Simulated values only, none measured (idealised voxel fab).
The following process module bears the name voxel self aligned vias.
The cross-section shown here is cut; it is 260 nm wide and divided into square cells measuring 5 nm on a side.
The cross-sections in this document take the form of a grid made of square cells. They are written out as bands, in order from top to bottom. Each band consists of one or more rows of cells. Band entry format. Leading values: height of top, height of bottom, nm. Remainder: materials in left-to-right order, each with its width in nm. Special words: "edge to edge" on a single material, which then fills the band edge to edge; "air", empty space. The level at which height equals 0 is the one under which the wafer, as it arrives, is entirely one material. No lower edge exists for the bottom band, which continues downward and is notated as in "0 nm and below". Width: "30 to 40" (first number = top row, second number = bottom row, same change from row to row of cells). "everything unchanged" after a step means that no cell of the cross-section changed. So "Enclosed internal voids" is basically the list of trapped voids: any empty space of 8 cells or more that can't reach the top through an opening. They're written width x height at distance, the distance being from the left edge, and it's all nm. Heads up: the bit after the settings on a step's line is the simulator's remark on that step. Each step line may optionally specify "overlay nm", which for a step with a mask gives the rightward distance between the mask's planned place and where it lay, a negative value indicating the leftward direction.

Intended process steps
1. RECEIVE,material Si
2. CONFORMAL_DEP,material SiO2,thk nm 10
3. CONFORMAL_DEP,material SiCN,thk nm 5
4. DIRECTIONAL_DEP,material lowk,thk nm 20
5. DIRECTIONAL_DEP,material aC,thk nm 15
6. PATTERN,tone open,mask id LINES,material resist,width nm 25,pitch nm 75,thk nm 35,overlay nm 0
7. DIRECTIONAL_ETCH,etch materials aC,depth nm 15
8. STRIP,etch materials resist
9. DIRECTIONAL_ETCH,etch materials lowk,depth nm 20
10. STRIP,etch materials aC
11. CONFORMAL_DEP,material TiN,thk nm 5
12. FILL_DEP,material W,thk nm 10
13. CMP,height nm 35
14. SELECTIVE_ETCH,etch materials W Ru TiN,depth nm 5
15. FILL_DEP,material SiN,thk nm 10
16. CMP,height nm 35
17. DIRECTIONAL_DEP,material lowk,thk nm 15
18. MASKED_ETCH,tone open,mask id VIAS,width nm 45,etch materials lowk,depth nm 15,overlay nm 0
19. MASKED_ETCH,tone open,mask id VIAS,width nm 45,etch materials SiN,depth nm 5,overlay nm 0
20. CONFORMAL_DEP,material TiN,thk nm 5
21. FILL_DEP,material Cu,thk nm 5
22. CMP,height nm 50
23. CONFORMAL_DEP,material SiN,thk nm 5

Cross-section of the incoming wafer, state after step 1
- 0 nm and below: Si edge to edge
- Enclosed internal voids: none

Wafer cross-section at module end: first of two, run to plan
- 55 nm to 50 nm: SiN edge to edge
- 50 nm to 40 nm: lowk 70 | TiN 5 | Cu 35 | TiN 5 | lowk 145
- 40 nm to 35 nm: lowk 70 | TiN 15 | Cu 15 | TiN 15 | lowk 145
- 35 nm to 30 nm: lowk 80 | TiN 25 | lowk 50 | SiN 25 | lowk 80
- 30 nm to 20 nm: lowk 80 | TiN 5 | W 15 | TiN 5 | lowk 50 | TiN 5 | W 15 | TiN 5 | lowk 80
- 20 nm to 15 nm: lowk 80 | TiN 25 | lowk 50 | TiN 25 | lowk 80
- 15 nm to 10 nm: SiCN edge to edge
- 10 nm to 0 nm: SiO2 edge to edge
- 0 nm and below: Si edge to edge
- Enclosed internal voids: none

Same start, same plan as the first wafer - but one mistake in the run. Cross-section of the second of the two at the end of the module
- 55 nm to 50 nm: SiN edge to edge
- 50 nm to 35 nm: lowk 70 | TiN 5 | Cu 35 | TiN 5 | lowk 145
- 35 nm to 30 nm: SiN 70 | TiN 45 | SiN 145
- 30 nm to 20 nm: lowk 80 | TiN 5 | W 15 | TiN 5 | lowk 50 | TiN 5 | W 15 | TiN 5 | lowk 80
- 20 nm to 15 nm: lowk 80 | TiN 25 | lowk 50 | TiN 25 | lowk 80
- 15 nm to 10 nm: SiCN edge to edge
- 10 nm to 0 nm: SiO2 edge to edge
- 0 nm and below: Si edge to edge
- Enclosed internal voids: none
Finding, execution versus plan: step 4 off recipe, ran as DIRECTIONAL_DEP,material lowk,thk nm 15
The final cell counts differ between the wafers, with the second having more or fewer of some materials than the first: Cu: 4 more, SiN: 38 more, lowk: 42 fewer
